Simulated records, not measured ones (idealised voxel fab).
This is a process module. Its name is voxel transistor to metal.
Cross-sectional view cut (width: 275 nm; square cell size: 5 nm).
Think of the cross-section as a grid of square cells. We describe it in bands, top to bottom, and each band covers one or more rows of those cells. Per band: top height and bottom height in nm, followed by the left-to-right materials and their widths in nm; "all across" marks a single material spanning edge to edge, "empty" marks empty space. Convention: height 0 is the level below which the wafer, as received, is all one material. The lowest band does not terminate at the bottom but continues downward, represented as "top 0, no bottom". With a width like "30->40", each row of cells in the band differs from the next by the same amount, the top row carrying the first number and the bottom row the second. You'll sometimes find "no alterations made" written for a step, and that's the way of saying that nowhere in the cross-section did a cell change during that step. Sealed internal cavities: empty space of 8 cells or more with no open way to the top, each as width x height at its distance from the left edge, in nm. It should be noted that, on the line of a given step, the content following the step's settings is a remark produced by the simulator itself with respect to that step. The optional step-line setting "overlay nm" applies to steps with a mask and quantifies how far to the right of its planned location the mask lay, a negative value indicating leftward placement. Pairs follow: section before one process step, section after it down to the lowest changed band, step with settings underneath. Pairs may come from different runs of this module on the same starting wafer; continuity with the pair above only as stated in the "before" entry.
**before**
    top 40, bottom 30 = empty (50); SiN (5); SiO2 (5); SiCN (25); SiO2 (5); SiN (5); empty (80); SiN (5); SiO2 (5); SiCN (25); SiO2 (5); SiN (5); empty (55)
    top 30, bottom 0 = empty (50); SiN (5); SiO2 (5); polySi (25); SiO2 (5); SiN (5); empty (80); SiN (5); SiO2 (5); polySi (25); SiO2 (5); SiN (5); empty (55)
    top 0, bottom -5 = SiO2 all across
    top -5, bottom -40 = SiO2 (25); Si (95); SiO2 (30); Si (95); SiO2 (30)
    top -40, no bottom = Si all across
    Sealed internal cavities: none
**Section, Post-Step**
    top 40, bottom 35 = empty (50); SiN (5); empty (5); SiCN (25); empty (5); SiN (5); empty (80); SiN (5); empty (5); SiCN (25); empty (5); SiN (5); empty (55)
    top 35, bottom 30 = empty (50); SiN (5); SiO2 (5); SiCN (25); SiO2 (5); SiN (5); empty (80); SiN (5); SiO2 (5); SiCN (25); SiO2 (5); SiN (5); empty (55)
    top 30, bottom 0 = empty (50); SiN (5); SiO2 (5); polySi (25); SiO2 (5); SiN (5); empty (80); SiN (5); SiO2 (5); polySi (25); SiO2 (5); SiN (5); empty (55)
    top 0, bottom -5 = empty (50); SiO2 (45); empty (80); SiO2 (45); empty (55)
    Below -5, the layers are the same as they were.
    Sealed internal cavities: none
So what happens between those two cross-sections up there? DIRECTIONAL_ETCH, etch materials SiO2, depth nm 5
before: The pre-step condition corresponds to the post-step cross-section depicted in the pair directly above.
**Section, Post-Step**
    top 40, bottom 35 = empty (50); SiN (5); empty (5); SiCN (25); empty (5); SiN (5); empty (80); SiN (5); empty (5); SiCN (25); empty (5); SiN (5); empty (55)
    top 35, bottom 30 = empty (50); SiN (5); SiO2 (5); SiCN (25); SiO2 (5); SiN (5); empty (80); SiN (5); SiO2 (5); SiCN (25); SiO2 (5); SiN (5); empty (55)
    top 30, bottom 0 = empty (50); SiN (5); SiO2 (5); polySi (25); SiO2 (5); SiN (5); empty (80); SiN (5); SiO2 (5); polySi (25); SiO2 (5); SiN (5); empty (55)
    top 0, bottom -5 = empty (50); SiO2 (45); empty (80); SiO2 (45); empty (55)
    top -5, bottom -20 = SiO2 (25); empty (25); Si (45); empty (25); SiO2 (30); empty (25); Si (45); empty (25); SiO2 (30)
    Below -20, the layers are the same as they were.
    Sealed internal cavities: none
So what happens between those two cross-sections up there? DIRECTIONAL_ETCH, etch materials Si, depth nm 15
before: The pre-step condition corresponds to the post-step cross-section depicted in the pair directly above.
**Section, Post-Step**
    top 40, bottom 35 = empty (50); SiN (5); empty (5); SiCN (25); empty (5); SiN (5); empty (80); SiN (5); empty (5); SiCN (25); empty (5); SiN (5); empty (55)
    top 35, bottom 30 = empty (50); SiN (5); SiO2 (5); SiCN (25); SiO2 (5); SiN (5); empty (80); SiN (5); SiO2 (5); SiCN (25); SiO2 (5); SiN (5); empty (55)
    top 30, bottom 15 = empty (50); SiN (5); SiO2 (5); polySi (25); SiO2 (5); SiN (5); empty (80); SiN (5); SiO2 (5); polySi (25); SiO2 (5); SiN (5); empty (55)
    top 15, bottom 0 = empty (30); SiGe (20); SiN (5); SiO2 (5); polySi (25); SiO2 (5); SiN (5); SiGe (20); empty (40); SiGe (20); SiN (5); SiO2 (5); polySi (25); SiO2 (5); SiN (5); SiGe (20); empty (35)
    top 0, bottom -5 = empty (20); SiGe (30); SiO2 (45); SiGe (30); empty (20); SiGe (30); SiO2 (45); SiGe (30); empty (25)
    top -5, bottom -20 = SiO2 (25); SiGe (25); Si (45); SiGe (25); SiO2 (30); SiGe (25); Si (45); SiGe (25); SiO2 (30)
    Below -20, the layers are the same as they were.
    Sealed internal cavities: none
So what happens between those two cross-sections up there? EPI, material SiGe, thk nm 20
before: The pre-step condition corresponds to the post-step cross-section depicted in the pair directly above.
**Section, Post-Step**
    top 45, bottom 40 = SiO2 all across
    top 40, bottom 30 = SiO2 (50); SiN (5); SiO2 (5); SiCN (25); SiO2 (5); SiN (5); SiO2 (80); SiN (5); SiO2 (5); SiCN (25); SiO2 (5); SiN (5); SiO2 (55)
    top 30, bottom 15 = SiO2 (50); SiN (5); SiO2 (5); polySi (25); SiO2 (5); SiN (5); SiO2 (80); SiN (5); SiO2 (5); polySi (25); SiO2 (5); SiN (5); SiO2 (55)
    top 15, bottom 0 = SiO2 (30); SiGe (20); SiN (5); SiO2 (5); polySi (25); SiO2 (5); SiN (5); SiGe (20); SiO2 (40); SiGe (20); SiN (5); SiO2 (5); polySi (25); SiO2 (5); SiN (5); SiGe (20); SiO2 (35)
    top 0, bottom -5 = SiO2 (20); SiGe (30); SiO2 (45); SiGe (30); SiO2 (20); SiGe (30); SiO2 (45); SiGe (30); SiO2 (25)
    Below -5, the layers are the same as they were.
    Sealed internal cavities: none
So what happens between those two cross-sections up there? FILL_DEP, material SiO2, thk nm 5
before: The pre-step condition corresponds to the post-step cross-section depicted in the pair directly above.
**Section, Post-Step**
    top 30, bottom 15 = SiO2 (50); SiN (5); SiO2 (5); polySi (25); SiO2 (5); SiN (5); SiO2 (80); SiN (5); SiO2 (5); polySi (25); SiO2 (5); SiN (5); SiO2 (55)
    Below 15, the layers are the same as they were.
    Sealed internal cavities: none
So what happens between those two cross-sections up there? CMP, height nm 30
before: The pre-step condition corresponds to the post-step cross-section depicted in the pair directly above.
**Section, Post-Step**
    top 30, bottom 15 = SiO2 (50); SiN (5); SiO2 (5); empty (25); SiO2 (5); SiN (5); SiO2 (80); SiN (5); SiO2 (5); empty (25); SiO2 (5); SiN (5); SiO2 (55)
    top 15, bottom 0 = SiO2 (30); SiGe (20); SiN (5); SiO2 (5); empty (25); SiO2 (5); SiN (5); SiGe (20); SiO2 (40); SiGe (20); SiN (5); SiO2 (5); empty (25); SiO2 (5); SiN (5); SiGe (20); SiO2 (35)
    Below 0, the layers are the same as they were.
    Sealed internal cavities: none
So what happens between those two cross-sections up there? STRIP, etch materials polySi
before: The pre-step condition corresponds to the post-step cross-section depicted in the pair directly above.
**Section, Post-Step**
    top 30, bottom 25 = empty (50); SiN (5); empty (35); SiN (5); empty (80); SiN (5); empty (35); SiN (5); empty (55)
    top 25, bottom 15 = SiO2 (50); SiN (5); empty (35); SiN (5); SiO2 (80); SiN (5); empty (35); SiN (5); SiO2 (55)
    top 15, bottom 0 = SiO2 (30); SiGe (20); SiN (5); empty (35); SiN (5); SiGe (20); SiO2 (40); SiGe (20); SiN (5); empty (35); SiN (5); SiGe (20); SiO2 (35)
    top 0, bottom -5 = SiO2 (20); SiGe (30); SiO2 (5); empty (35); SiO2 (5); SiGe (30); SiO2 (20); SiGe (30); SiO2 (5); empty (35); SiO2 (5); SiGe (30); SiO2 (25)
    Below -5, the layers are the same as they were.
    Sealed internal cavities: none
So what happens between those two cross-sections up there? SELECTIVE_ETCH, etch materials SiO2, depth nm 5
before: The pre-step condition corresponds to the post-step cross-section depicted in the pair directly above.
**Section, Post-Step**
    top 35, bottom 30 = empty (45); HfO2 (15); empty (25); HfO2 (15); empty (70); HfO2 (15); empty (25); HfO2 (15); empty (50)
    top 30, bottom 25 = HfO2 (50); SiN (5); HfO2 (5); empty (25); HfO2 (5); SiN (5); HfO2 (80); SiN (5); HfO2 (5); empty (25); HfO2 (5); SiN (5); HfO2 (55)
    top 25, bottom 15 = SiO2 (50); SiN (5); HfO2 (5); empty (25); HfO2 (5); SiN (5); SiO2 (80); SiN (5); HfO2 (5); empty (25); HfO2 (5); SiN (5); SiO2 (55)
    top 15, bottom 0 = SiO2 (30); SiGe (20); SiN (5); HfO2 (5); empty (25); HfO2 (5); SiN (5); SiGe (20); SiO2 (40); SiGe (20); SiN (5); HfO2 (5); empty (25); HfO2 (5); SiN (5); SiGe (20); SiO2 (35)
    top 0, bottom -5 = SiO2 (20); SiGe (30); SiO2 (5); HfO2 (35); SiO2 (5); SiGe (30); SiO2 (20); SiGe (30); SiO2 (5); HfO2 (35); SiO2 (5); SiGe (30); SiO2 (25)
    Below -5, the layers are the same as they were.
    Sealed internal cavities: none
So what happens between those two cross-sections up there? CONFORMAL_DEP, material HfO2, thk nm 5
before: The pre-step condition corresponds to the post-step cross-section depicted in the pair directly above.
**Section, Post-Step**
    top 40, bottom 35 = empty (40); TiN (25); empty (15); TiN (25); empty (60); TiN (25); empty (15); TiN (25); empty (45)
    top 35, bottom 30 = TiN (45); HfO2 (15); TiN (5); empty (15); TiN (5); HfO2 (15); TiN (70); HfO2 (15); TiN (5); empty (15); TiN (5); HfO2 (15); TiN (50)
    top 30, bottom 25 = HfO2 (50); SiN (5); HfO2 (5); TiN (5); empty (15); TiN (5); HfO2 (5); SiN (5); HfO2 (80); SiN (5); HfO2 (5); TiN (5); empty (15); TiN (5); HfO2 (5); SiN (5); HfO2 (55)
    top 25, bottom 15 = SiO2 (50); SiN (5); HfO2 (5); TiN (5); empty (15); TiN (5); HfO2 (5); SiN (5); SiO2 (80); SiN (5); HfO2 (5); TiN (5); empty (15); TiN (5); HfO2 (5); SiN (5); SiO2 (55)
    top 15, bottom 5 = SiO2 (30); SiGe (20); SiN (5); HfO2 (5); TiN (5); empty (15); TiN (5); HfO2 (5); SiN (5); SiGe (20); SiO2 (40); SiGe (20); SiN (5); HfO2 (5); TiN (5); empty (15); TiN (5); HfO2 (5); SiN (5); SiGe (20); SiO2 (35)
    top 5, bottom 0 = SiO2 (30); SiGe (20); SiN (5); HfO2 (5); TiN (25); HfO2 (5); SiN (5); SiGe (20); SiO2 (40); SiGe (20); SiN (5); HfO2 (5); TiN (25); HfO2 (5); SiN (5); SiGe (20); SiO2 (35)
    Below 0, the layers are the same as they were.
    Sealed internal cavities: none
So what happens between those two cross-sections up there? CONFORMAL_DEP, material TiN, thk nm 5
before: The pre-step condition corresponds to the post-step cross-section depicted in the pair directly above.
**Section, Post-Step**
    top 45, bottom 40 = W all across
    top 40, bottom 35 = W (40); TiN (25); W (15); TiN (25); W (60); TiN (25); W (15); TiN (25); W (45)
    top 35, bottom 30 = TiN (45); HfO2 (15); TiN (5); W (15); TiN (5); HfO2 (15); TiN (70); HfO2 (15); TiN (5); W (15); TiN (5); HfO2 (15); TiN (50)
    top 30, bottom 25 = HfO2 (50); SiN (5); HfO2 (5); TiN (5); W (15); TiN (5); HfO2 (5); SiN (5); HfO2 (80); SiN (5); HfO2 (5); TiN (5); W (15); TiN (5); HfO2 (5); SiN (5); HfO2 (55)
    top 25, bottom 15 = SiO2 (50); SiN (5); HfO2 (5); TiN (5); W (15); TiN (5); HfO2 (5); SiN (5); SiO2 (80); SiN (5); HfO2 (5); TiN (5); W (15); TiN (5); HfO2 (5); SiN (5); SiO2 (55)
    top 15, bottom 5 = SiO2 (30); SiGe (20); SiN (5); HfO2 (5); TiN (5); W (15); TiN (5); HfO2 (5); SiN (5); SiGe (20); SiO2 (40); SiGe (20); SiN (5); HfO2 (5); TiN (5); W (15); TiN (5); HfO2 (5); SiN (5); SiGe (20); SiO2 (35)
    Below 5, the layers are the same as they were.
    Sealed internal cavities: none
So what happens between those two cross-sections up there? FILL_DEP, material W, thk nm 5
before: The pre-step condition corresponds to the post-step cross-section depicted in the pair directly above.
**Section, Post-Step**
    top 25, bottom 15 = SiO2 (50); SiN (5); HfO2 (5); TiN (5); W (15); TiN (5); HfO2 (5); SiN (5); SiO2 (80); SiN (5); HfO2 (5); TiN (5); W (15); TiN (5); HfO2 (5); SiN (5); SiO2 (55)
    Below 15, the layers are the same as they were.
    Sealed internal cavities: none
So what happens between those two cross-sections up there? CMP, height nm 25
before: The pre-step condition corresponds to the post-step cross-section depicted in the pair directly above.
**Section, Post-Step**
    top 35, bottom 25 = SiO2 all across
    Below 25, the layers are the same as they were.
    Sealed internal cavities: none
So what happens between those two cross-sections up there? DIRECTIONAL_DEP, material SiO2, thk nm 10
before: The pre-step condition corresponds to the post-step cross-section depicted in the pair directly above.
**Section, Post-Step**
    top 55, bottom 35 = resist (25); empty (20); resist (55); empty (20); resist (30); empty (20); resist (55); empty (20); resist (30)
    Below 35, the layers are the same as they were.
    Sealed internal cavities: none
So what happens between those two cross-sections up there? PATTERN, tone open, mask id CONTACT, material resist, width nm 20, thk nm 20, overlay nm 0
before: The pre-step condition corresponds to the post-step cross-section depicted in the pair directly above.
**Section, Post-Step**
    top 55, bottom 35 = resist (25); empty (20); resist (55); empty (20); resist (30); empty (20); resist (55); empty (20); resist (30)
    top 35, bottom 25 = SiO2 (25); empty (20); SiO2 (55); empty (20); SiO2 (30); empty (20); SiO2 (55); empty (20); SiO2 (30)
    top 25, bottom 15 = SiO2 (25); empty (20); SiO2 (5); SiN (5); HfO2 (5); TiN (5); W (15); TiN (5); HfO2 (5); SiN (5); SiO2 (5); empty (20); SiO2 (30); empty (20); SiO2 (5); SiN (5); HfO2 (5); TiN (5); W (15); TiN (5); HfO2 (5); SiN (5); SiO2 (5); empty (20); SiO2 (30)
    top 15, bottom 5 = SiO2 (25); empty (5); SiGe (20); SiN (5); HfO2 (5); TiN (5); W (15); TiN (5); HfO2 (5); SiN (5); SiGe (20); empty (5); SiO2 (30); empty (5); SiGe (20); SiN (5); HfO2 (5); TiN (5); W (15); TiN (5); HfO2 (5); SiN (5); SiGe (20); empty (5); SiO2 (30)
    top 5, bottom 0 = SiO2 (25); empty (5); SiGe (20); SiN (5); HfO2 (5); TiN (25); HfO2 (5); SiN (5); SiGe (20); empty (5); SiO2 (30); empty (5); SiGe (20); SiN (5); HfO2 (5); TiN (25); HfO2 (5); SiN (5); SiGe (20); empty (5); SiO2 (30)
    Below 0, the layers are the same as they were.
    Sealed internal cavities: none
So what happens between those two cross-sections up there? DIRECTIONAL_ETCH, etch materials SiO2, depth nm 35
before: The pre-step condition corresponds to the post-step cross-section depicted in the pair directly above.
**Section, Post-Step**
    top 35, bottom 25 = SiO2 (25); empty (20); SiO2 (55); empty (20); SiO2 (30); empty (20); SiO2 (55); empty (20); SiO2 (30)
    Below 25, the layers are the same as they were.
    Sealed internal cavities: none
So what happens between those two cross-sections up there? STRIP, etch materials resist
before: The pre-step condition corresponds to the post-step cross-section depicted in the pair directly above.
**Section, Post-Step**
    top 40, bottom 35 = TiN (30); empty (10); TiN (65); empty (10); TiN (40); empty (10); TiN (65); empty (10); TiN (35)
    top 35, bottom 25 = SiO2 (25); TiN (5); empty (10); TiN (5); SiO2 (55); TiN (5); empty (10); TiN (5); SiO2 (30); TiN (5); empty (10); TiN (5); SiO2 (55); TiN (5); empty (10); TiN (5); SiO2 (30)
    top 25, bottom 20 = SiO2 (25); TiN (5); empty (10); TiN (5); SiO2 (5); SiN (5); HfO2 (5); TiN (5); W (15); TiN (5); HfO2 (5); SiN (5); SiO2 (5); TiN (5); empty (10); TiN (5); SiO2 (30); TiN (5); empty (10); TiN (5); SiO2 (5); SiN (5); HfO2 (5); TiN (5); W (15); TiN (5); HfO2 (5); SiN (5); SiO2 (5); TiN (5); empty (10); TiN (5); SiO2 (30)
    top 20, bottom 15 = SiO2 (25); TiN (20); SiO2 (5); SiN (5); HfO2 (5); TiN (5); W (15); TiN (5); HfO2 (5); SiN (5); SiO2 (5); TiN (20); SiO2 (30); TiN (20); SiO2 (5); SiN (5); HfO2 (5); TiN (5); W (15); TiN (5); HfO2 (5); SiN (5); SiO2 (5); TiN (20); SiO2 (30)
    top 15, bottom 5 = SiO2 (25); TiN (5); SiGe (20); SiN (5); HfO2 (5); TiN (5); W (15); TiN (5); HfO2 (5); SiN (5); SiGe (20); TiN (5); SiO2 (30); TiN (5); SiGe (20); SiN (5); HfO2 (5); TiN (5); W (15); TiN (5); HfO2 (5); SiN (5); SiGe (20); TiN (5); SiO2 (30)
    top 5, bottom 0 = SiO2 (25); TiN (5); SiGe (20); SiN (5); HfO2 (5); TiN (25); HfO2 (5); SiN (5); SiGe (20); TiN (5); SiO2 (30); TiN (5); SiGe (20); SiN (5); HfO2 (5); TiN (25); HfO2 (5); SiN (5); SiGe (20); TiN (5); SiO2 (30)
    Below 0, the layers are the same as they were.
    Sealed internal cavities: none
So what happens between those two cross-sections up there? CONFORMAL_DEP, material TiN, thk nm 5
before: The pre-step condition corresponds to the post-step cross-section depicted in the pair directly above.
**Section, Post-Step**
    top 50, bottom 40 = Ru all across
    top 40, bottom 35 = TiN (30); Ru (10); TiN (65); Ru (10); TiN (40); Ru (10); TiN (65); Ru (10); TiN (35)
    top 35, bottom 25 = SiO2 (25); TiN (5); Ru (10); TiN (5); SiO2 (55); TiN (5); Ru (10); TiN (5); SiO2 (30); TiN (5); Ru (10); TiN (5); SiO2 (55); TiN (5); Ru (10); TiN (5); SiO2 (30)
    top 25, bottom 20 = SiO2 (25); TiN (5); Ru (10); TiN (5); SiO2 (5); SiN (5); HfO2 (5); TiN (5); W (15); TiN (5); HfO2 (5); SiN (5); SiO2 (5); TiN (5); Ru (10); TiN (5); SiO2 (30); TiN (5); Ru (10); TiN (5); SiO2 (5); SiN (5); HfO2 (5); TiN (5); W (15); TiN (5); HfO2 (5); SiN (5); SiO2 (5); TiN (5); Ru (10); TiN (5); SiO2 (30)
    Below 20, the layers are the same as they were.
    Sealed internal cavities: none
So what happens between those two cross-sections up there? FILL_DEP, material Ru, thk nm 10
before: The pre-step condition corresponds to the post-step cross-section depicted in the pair directly above.
**Section, Post-Step**
    top 35, bottom 25 = SiO2 (25); TiN (5); Ru (10); TiN (5); SiO2 (55); TiN (5); Ru (10); TiN (5); SiO2 (30); TiN (5); Ru (10); TiN (5); SiO2 (55); TiN (5); Ru (10); TiN (5); SiO2 (30)
    Below 25, the layers are the same as they were.
    Sealed internal cavities: none
So what happens between those two cross-sections up there? CMP, height nm 35
before: The pre-step condition corresponds to the post-step cross-section depicted in the pair directly above.
**Section, Post-Step**
    top 40, bottom 35 = TiN all across
    Below 35, the layers are the same as they were.
    Sealed internal cavities: none
So what happens between those two cross-sections up there? DIRECTIONAL_DEP, material TiN, thk nm 5
before: The pre-step condition corresponds to the post-step cross-section depicted in the pair directly above.
**Section, Post-Step**
    top 65, bottom 40 = Ru all across
    Below 40, the layers are the same as they were.
    Sealed internal cavities: none
So what happens between those two cross-sections up there? DIRECTIONAL_DEP, material Ru, thk nm 25
before: The pre-step condition corresponds to the post-step cross-section depicted in the pair directly above.
**Section, Post-Step**
    top 75, bottom 65 = aC all across
    Below 65, the layers are the same as they were.
    Sealed internal cavities: none
So what happens between those two cross-sections up there? DIRECTIONAL_DEP, material aC, thk nm 10
before: The pre-step condition corresponds to the post-step cross-section depicted in the pair directly above.
**Section, Post-Step**
    top 105, bottom 75 = empty (25); resist (20); empty (55); resist (20); empty (30); resist (20); empty (55); resist (20); empty (30)
    Below 75, the layers are the same as they were.
    Sealed internal cavities: none
So what happens between those two cross-sections up there? PATTERN, tone cover, mask id METAL_1, material resist, width nm 20, thk nm 30, overlay nm 0
before: The pre-step condition corresponds to the post-step cross-section depicted in the pair directly above.
**Section, Post-Step**
    top 95, bottom 75 = empty (25); resist (20); empty (55); resist (20); empty (30); resist (20); empty (55); resist (20); empty (30)
    top 75, bottom 65 = empty (25); aC (20); empty (55); aC (20); empty (30); aC (20); empty (55); aC (20); empty (30)
    Below 65, the layers are the same as they were.
    Sealed internal cavities: none
So what happens between those two cross-sections up there? DIRECTIONAL_ETCH, etch materials aC, depth nm 10
before: The pre-step condition corresponds to the post-step cross-section depicted in the pair directly above.
**Section, Post-Step**
    top 75, bottom 65 = empty (25); aC (20); empty (55); aC (20); empty (30); aC (20); empty (55); aC (20); empty (30)
    Below 65, the layers are the same as they were.
    Sealed internal cavities: none
So what happens between those two cross-sections up there? STRIP, etch materials resist
before: The pre-step condition corresponds to the post-step cross-section depicted in the pair directly above.
**Section, Post-Step**
    top 75, bottom 65 = empty (25); aC (20); empty (55); aC (20); empty (30); aC (20); empty (55); aC (20); empty (30)
    top 65, bottom 40 = empty (25); Ru (20); empty (55); Ru (20); empty (30); Ru (20); empty (55); Ru (20); empty (30)
    Below 40, the layers are the same as they were.
    Sealed internal cavities: none
So what happens between those two cross-sections up there? DIRECTIONAL_ETCH, etch materials Ru, depth nm 25
before: The pre-step condition corresponds to the post-step cross-section depicted in the pair directly above.
**Section, Post-Step**
    top 75, bottom 65 = empty (25); aC (20); empty (55); aC (20); empty (30); aC (20); empty (55); aC (20); empty (30)
    top 65, bottom 40 = empty (25); Ru (20); empty (55); Ru (20); empty (30); Ru (20); empty (55); Ru (20); empty (30)
    top 40, bottom 35 = empty (25); TiN (20); empty (55); TiN (20); empty (30); TiN (20); empty (55); TiN (20); empty (30)
    Below 35, the layers are the same as they were.
    Sealed internal cavities: none
So what happens between those two cross-sections up there? DIRECTIONAL_ETCH, etch materials TiN, depth nm 5
before: The pre-step condition corresponds to the post-step cross-section depicted in the pair directly above.
**Section, Post-Step**
    top 65, bottom 40 = empty (25); Ru (20); empty (55); Ru (20); empty (30); Ru (20); empty (55); Ru (20); empty (30)
    Below 40, the layers are the same as they were.
    Sealed internal cavities: none
So what happens between those two cross-sections up there? STRIP, etch materials aC
before: The pre-step condition corresponds to the post-step cross-section depicted in the pair directly above.
**Section, Post-Step**
    top 70, bottom 65 = empty (20); SiN (30); empty (45); SiN (30); empty (20); SiN (30); empty (45); SiN (30); empty (25)
    top 65, bottom 40 = empty (20); SiN (5); Ru (20); SiN (5); empty (45); SiN (5); Ru (20); SiN (5); empty (20); SiN (5); Ru (20); SiN (5); empty (45); SiN (5); Ru (20); SiN (5); empty (25)
    top 40, bottom 35 = SiN (25); TiN (20); SiN (55); TiN (20); SiN (30); TiN (20); SiN (55); TiN (20); SiN (30)
    Below 35, the layers are the same as they were.
    Sealed internal cavities: none
So what happens between those two cross-sections up there? CONFORMAL_DEP, material SiN, thk nm 5
before: The pre-step condition corresponds to the post-step cross-section depicted in the pair directly above.
**Section, Post-Step**
    top 80, bottom 70 = lowk all across
    top 70, bottom 65 = lowk (20); SiN (30); lowk (45); SiN (30); lowk (20); SiN (30); lowk (45); SiN (30); lowk (25)
    top 65, bottom 40 = lowk (20); SiN (5); Ru (20); SiN (5); lowk (45); SiN (5); Ru (20); SiN (5); lowk (20); SiN (5); Ru (20); SiN (5); lowk (45); SiN (5); Ru (20); SiN (5); lowk (25)
    Below 40, the layers are the same as they were.
    Sealed internal cavities: none
So what happens between those two cross-sections up there? FILL_DEP, material lowk, thk nm 10
before: The pre-step condition corresponds to the post-step cross-section depicted in the pair directly above.
**Section, Post-Step**
    top 65, bottom 40 = lowk (20); SiN (5); Ru (20); SiN (5); lowk (45); SiN (5); Ru (20); SiN (5); lowk (20); SiN (5); Ru (20); SiN (5); lowk (45); SiN (5); Ru (20); SiN (5); lowk (25)
    Below 40, the layers are the same as they were.
    Sealed internal cavities: none
So what happens between those two cross-sections up there? CMP, height nm 65
before: The pre-step condition corresponds to the post-step cross-section depicted in the pair directly above.
**Section, Post-Step**
    top 70, bottom 65 = SiCN all across
    Below 65, the layers are the same as they were.
    Sealed internal cavities: none
So what happens between those two cross-sections up there? CONFORMAL_DEP, material SiCN, thk nm 5
**before**
    top 35, bottom 25 = SiO2 all across
    top 25, bottom 15 = SiO2 (50); SiN (5); HfO2 (5); TiN (5); W (15); TiN (5); HfO2 (5); SiN (5); SiO2 (80); SiN (5); HfO2 (5); TiN (5); W (15); TiN (5); HfO2 (5); SiN (5); SiO2 (55)
    top 15, bottom 5 = SiO2 (30); SiGe (20); SiN (5); HfO2 (5); TiN (5); W (15); TiN (5); HfO2 (5); SiN (5); SiGe (20); SiO2 (40); SiGe (20); SiN (5); HfO2 (5); TiN (5); W (15); TiN (5); HfO2 (5); SiN (5); SiGe (20); SiO2 (35)
    top 5, bottom 0 = SiO2 (30); SiGe (20); SiN (5); HfO2 (5); TiN (25); HfO2 (5); SiN (5); SiGe (20); SiO2 (40); SiGe (20); SiN (5); HfO2 (5); TiN (25); HfO2 (5); SiN (5); SiGe (20); SiO2 (35)
    top 0, bottom -5 = SiO2 (20); SiGe (30); SiO2 (5); HfO2 (35); SiO2 (5); SiGe (30); SiO2 (20); SiGe (30); SiO2 (5); HfO2 (35); SiO2 (5); SiGe (30); SiO2 (25)
    top -5, bottom -20 = SiO2 (25); SiGe (25); Si (45); SiGe (25); SiO2 (30); SiGe (25); Si (45); SiGe (25); SiO2 (30)
    top -20, bottom -30 = SiO2 (25); Si (95); SiO2 (30); Si (95); SiO2 (30)
    top -30, no bottom = Si all across
    Sealed internal cavities: none
**Section, Post-Step**
    top 55, bottom 35 = resist (20); empty (30); resist (45); empty (30); resist (20); empty (30); resist (45); empty (30); resist (25)
    Below 35, the layers are the same as they were.
    Sealed internal cavities: none
So what happens between those two cross-sections up there? PATTERN, tone open, mask id CONTACT, material resist, width nm 30, thk nm 20, overlay nm 0
before: The pre-step condition corresponds to the post-step cross-section depicted in the pair directly above.
**Section, Post-Step**
    top 55, bottom 35 = resist (20); empty (30); resist (45); empty (30); resist (20); empty (30); resist (45); empty (30); resist (25)
    top 35, bottom 25 = SiO2 (20); empty (30); SiO2 (45); empty (30); SiO2 (20); empty (30); SiO2 (45); empty (30); SiO2 (25)
    top 25, bottom 15 = SiO2 (20); empty (30); SiN (5); HfO2 (5); TiN (5); W (15); TiN (5); HfO2 (5); SiN (5); empty (30); SiO2 (20); empty (30); SiN (5); HfO2 (5); TiN (5); W (15); TiN (5); HfO2 (5); SiN (5); empty (30); SiO2 (25)
    top 15, bottom 5 = SiO2 (20); empty (10); SiGe (20); SiN (5); HfO2 (5); TiN (5); W (15); TiN (5); HfO2 (5); SiN (5); SiGe (20); empty (10); SiO2 (20); empty (10); SiGe (20); SiN (5); HfO2 (5); TiN (5); W (15); TiN (5); HfO2 (5); SiN (5); SiGe (20); empty (10); SiO2 (25)
    top 5, bottom 0 = SiO2 (20); empty (10); SiGe (20); SiN (5); HfO2 (5); TiN (25); HfO2 (5); SiN (5); SiGe (20); empty (10); SiO2 (20); empty (10); SiGe (20); SiN (5); HfO2 (5); TiN (25); HfO2 (5); SiN (5); SiGe (20); empty (10); SiO2 (25)
    Below 0, the layers are the same as they were.
    Sealed internal cavities: none
So what happens between those two cross-sections up there? DIRECTIONAL_ETCH, etch materials SiO2, depth nm 35
before: The pre-step condition corresponds to the post-step cross-section depicted in the pair directly above.
**Section, Post-Step**
    top 35, bottom 25 = SiO2 (20); empty (30); SiO2 (45); empty (30); SiO2 (20); empty (30); SiO2 (45); empty (30); SiO2 (25)
    Below 25, the layers are the same as they were.
    Sealed internal cavities: none
So what happens between those two cross-sections up there? STRIP, etch materials resist
before: The pre-step condition corresponds to the post-step cross-section depicted in the pair directly above.
**Section, Post-Step**
    top 40, bottom 35 = TiN (25); empty (20); TiN (55); empty (20); TiN (30); empty (20); TiN (55); empty (20); TiN (30)
    top 35, bottom 25 = SiO2 (20); TiN (5); empty (20); TiN (5); SiO2 (45); TiN (5); empty (20); TiN (5); SiO2 (20); TiN (5); empty (20); TiN (5); SiO2 (45); TiN (5); empty (20); TiN (5); SiO2 (25)
    top 25, bottom 20 = SiO2 (20); TiN (5); empty (20); TiN (5); SiN (5); HfO2 (5); TiN (5); W (15); TiN (5); HfO2 (5); SiN (5); TiN (5); empty (20); TiN (5); SiO2 (20); TiN (5); empty (20); TiN (5); SiN (5); HfO2 (5); TiN (5); W (15); TiN (5); HfO2 (5); SiN (5); TiN (5); empty (20); TiN (5); SiO2 (25)
    top 20, bottom 15 = SiO2 (20); TiN (30); SiN (5); HfO2 (5); TiN (5); W (15); TiN (5); HfO2 (5); SiN (5); TiN (30); SiO2 (20); TiN (30); SiN (5); HfO2 (5); TiN (5); W (15); TiN (5); HfO2 (5); SiN (5); TiN (30); SiO2 (25)
    top 15, bottom 5 = SiO2 (20); TiN (10); SiGe (20); SiN (5); HfO2 (5); TiN (5); W (15); TiN (5); HfO2 (5); SiN (5); SiGe (20); TiN (10); SiO2 (20); TiN (10); SiGe (20); SiN (5); HfO2 (5); TiN (5); W (15); TiN (5); HfO2 (5); SiN (5); SiGe (20); TiN (10); SiO2 (25)
    top 5, bottom 0 = SiO2 (20); TiN (10); SiGe (20); SiN (5); HfO2 (5); TiN (25); HfO2 (5); SiN (5); SiGe (20); TiN (10); SiO2 (20); TiN (10); SiGe (20); SiN (5); HfO2 (5); TiN (25); HfO2 (5); SiN (5); SiGe (20); TiN (10); SiO2 (25)
    Below 0, the layers are the same as they were.
    Sealed internal cavities: none
So what happens between those two cross-sections up there? CONFORMAL_DEP, material TiN, thk nm 5
